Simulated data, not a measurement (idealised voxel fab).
You're looking at the process module voxel transistor to metal.
Square cells of 5 nm make up the cross-section cut, whose width is 210 nm.
Cross-section format: a grid of square cells, given as bands from top to bottom; each band is one or more rows of cells. Within each band entry, the heights of the top and of the bottom of the band appear first, in that order and in nm; the materials of the band then follow from left to right, each with its corresponding width in nm. The designation "everywhere" on a single material indicates that it fills the band from edge to edge; the designation "empty" indicates empty space. Note: height 0 marks the level under which the wafer is uniformly one material as received. Lowest band unbounded below, written "top 0, no bottom". Width: "30..40" (first number = top row, second number = bottom row, same change from row to row of cells). A step reported as "no change" is a step in which no cell of the cross-section changed. Listed in "Sealed void inventory": every empty space of 8 or more cells without an open way to the top. Form: width x height at distance, the distance being from the left edge, all in nm. Heads up: the bit after the settings on a step's line is the simulator's remark on that step. The optional step-line setting "overlay nm" applies to steps with a mask and quantifies how far to the right of its planned location the mask lay, a negative value indicating leftward placement.
Planned process steps:
1) RECEIVE (material Si)
2) OXIDIZE (depth nm 5)
3) CONFORMAL_DEP (material SiN; thk nm 15)
4) PATTERN (tone cover; mask id ACTIVE; material resist; width nm 115; thk nm 15; overlay nm 0)
5) DIRECTIONAL_ETCH (etch materials SiN; depth nm 15)
6) DIRECTIONAL_ETCH (etch materials SiO2; depth nm 5)
7) DIRECTIONAL_ETCH (etch materials Si; depth nm 30)
8) STRIP (etch materials resist)
9) OXIDIZE (depth nm 5)
10) FILL_DEP (material SiO2; thk nm 10)
11) CMP (height nm 15)
12) SELECTIVE_ETCH (etch materials SiO2; depth nm 10)
13) STRIP (etch materials SiN)
14) SELECTIVE_ETCH (etch materials SiO2; depth nm 5)
15) OXIDIZE (depth nm 5)
16) DIRECTIONAL_DEP (material polySi; thk nm 20)
17) DIRECTIONAL_DEP (material SiCN; thk nm 15)
18) DIRECTIONAL_DEP (material aC; thk nm 10)
19) PATTERN (tone cover; mask id GATE; material resist; width nm 25; thk nm 25; overlay nm 0)
20) DIRECTIONAL_ETCH (etch materials aC; depth nm 10)
21) STRIP (etch materials resist)
22) DIRECTIONAL_ETCH (etch materials SiCN; depth nm 25)
23) DIRECTIONAL_ETCH (etch materials polySi; depth nm 30)
24) STRIP (etch materials aC)
25) CONFORMAL_DEP (material SiO2; thk nm 5)
26) DIRECTIONAL_ETCH (etch materials SiO2; depth nm 5)
27) CONFORMAL_DEP (material SiN; thk nm 5)
28) DIRECTIONAL_ETCH (etch materials SiN; depth nm 5)
29) DIRECTIONAL_ETCH (etch materials SiO2; depth nm 5)
30) DIRECTIONAL_ETCH (etch materials Si; depth nm 5)
31) EPI (material SiGe; thk nm 10)
32) FILL_DEP (material SiO2; thk nm 5)
33) CMP (height nm 30)
34) DIRECTIONAL_DEP (material SiO2; thk nm 10)
35) DIRECTIONAL_DEP (material aC; thk nm 10)
36) PATTERN (tone open; mask id CONTACT; material resist; width nm 35; pitch nm 70; thk nm 30; overlay nm 0)
37) DIRECTIONAL_ETCH (etch materials aC; depth nm 10)
38) STRIP (etch materials resist)
39) DIRECTIONAL_ETCH (etch materials SiO2; depth nm 45)
40) STRIP (etch materials aC)
41) CONFORMAL_DEP (material TiN; thk nm 5)
42) FILL_DEP (material Ru; thk nm 5)
43) CMP (height nm 40)
44) DIRECTIONAL_DEP (material TiN; thk nm 5)
45) DIRECTIONAL_DEP (material W; thk nm 15)
46) MASKED_ETCH (tone cover; mask id METAL_1; width nm 20; pitch nm 85; etch materials W; depth nm 15; overlay nm 0)
47) MASKED_ETCH (tone cover; mask id METAL_1; width nm 20; pitch nm 85; etch materials TiN; depth nm 5; overlay nm 0)
48) CONFORMAL_DEP (material SiN; thk nm 5)
49) FILL_DEP (material SiO2; thk nm 10)
50) CMP (height nm 60)
51) CONFORMAL_DEP (material SiCN; thk nm 5)
52) DIRECTIONAL_DEP (material SiO2; thk nm 25)
53) PATTERN (tone open; mask id METAL_2; material resist; width nm 20; pitch nm 85; thk nm 20; overlay nm 0)
54) DIRECTIONAL_ETCH (etch materials SiO2; depth nm 15)
55) STRIP (etch materials resist)
56) PATTERN (tone open; mask id METAL_2_HOLES; material resist; width nm 15; pitch nm 85; thk nm 20; overlay nm 0)
57) DIRECTIONAL_ETCH (etch materials SiO2; depth nm 10)
58) DIRECTIONAL_ETCH (etch materials SiCN; depth nm 5)
59) STRIP (etch materials resist)
60) CONFORMAL_DEP (material TiN; thk nm 5)
61) FILL_DEP (material Cu; thk nm 5)
62) CMP (height nm 90)
63) CONFORMAL_DEP (material SiN; thk nm 5)
Incoming wafer, cross-sectional view, post step 1:
- top 0, no bottom  Si everywhere
- Sealed void inventory: none
This is how the wafer looks in cross-section once the module is done, given the starting state and plan above and one mistake in carrying the plan out:
- top 95, bottom 90  SiN everywhere
- top 90, bottom 80  SiO2=50; TiN=5; Cu=10; TiN=5; SiO2=65; TiN=5; Cu=10; TiN=5; SiO2=55
- top 80, bottom 75  SiO2=50; TiN=5; Cu=5; TiN=10; SiO2=65; TiN=5; Cu=5; TiN=10; SiO2=55
- top 75, bottom 65  SiO2=50; TiN=5; Cu=5; TiN=5; SiO2=70; TiN=5; Cu=5; TiN=5; SiO2=60
- top 65, bottom 60  SiCN=50; TiN=15; SiCN=70; TiN=15; SiCN=60
- top 60, bottom 45  SiO2=45; SiN=5; W=20; SiN=5; SiO2=55; SiN=5; W=20; SiN=5; SiO2=50
- top 45, bottom 40  SiN=50; TiN=20; SiN=65; TiN=20; SiN=55
- top 40, bottom 30  SiO2=50; TiN=5; Ru=25..20; TiN=5..10; SiO2=35; TiN=5..10; Ru=25..20; TiN=5; SiO2=55
- top 30, bottom 15  SiO2=50; TiN=5; Ru=20; TiN=5; SiN=5; SiO2=5; SiCN=25; SiO2=5; SiN=5; TiN=5; Ru=20; TiN=5; SiO2=55
- top 15, bottom 5  SiO2=50; TiN=5; Ru=20; TiN=5; SiN=5; SiO2=5; polySi=25; SiO2=5; SiN=5; TiN=5; Ru=20; TiN=5; SiO2=55
- top 5, bottom 0  SiO2=50; TiN=5; Ru=10; TiN=15; SiN=5; SiO2=5; polySi=25; SiO2=5; SiN=5; TiN=15; Ru=10; TiN=5; SiO2=55
- top 0, bottom -5  SiO2=45; SiN=5; TiN=20; SiGe=10; SiN=5; SiO2=5; polySi=25; SiO2=5; SiN=5; SiGe=10; TiN=20; SiO2=5; SiN=5; SiO2=45
- top -5, bottom -10  SiO2=50; SiGe=30; SiO2=45; SiGe=35; SiO2=50
- top -10, bottom -15  SiO2=50; SiGe=30; Si=45; SiGe=35; SiO2=50
- top -15, bottom -40  SiO2=50; Si=110; SiO2=50
- top -40, no bottom  Si everywhere
- Sealed void inventory: none
So what did we get wrong on this run? heads up, step 4 didn't go per plan, it actually ran as PATTERN (tone cover; mask id ACTIVE; material resist; width nm 120; thk nm 15; overlay nm 0)
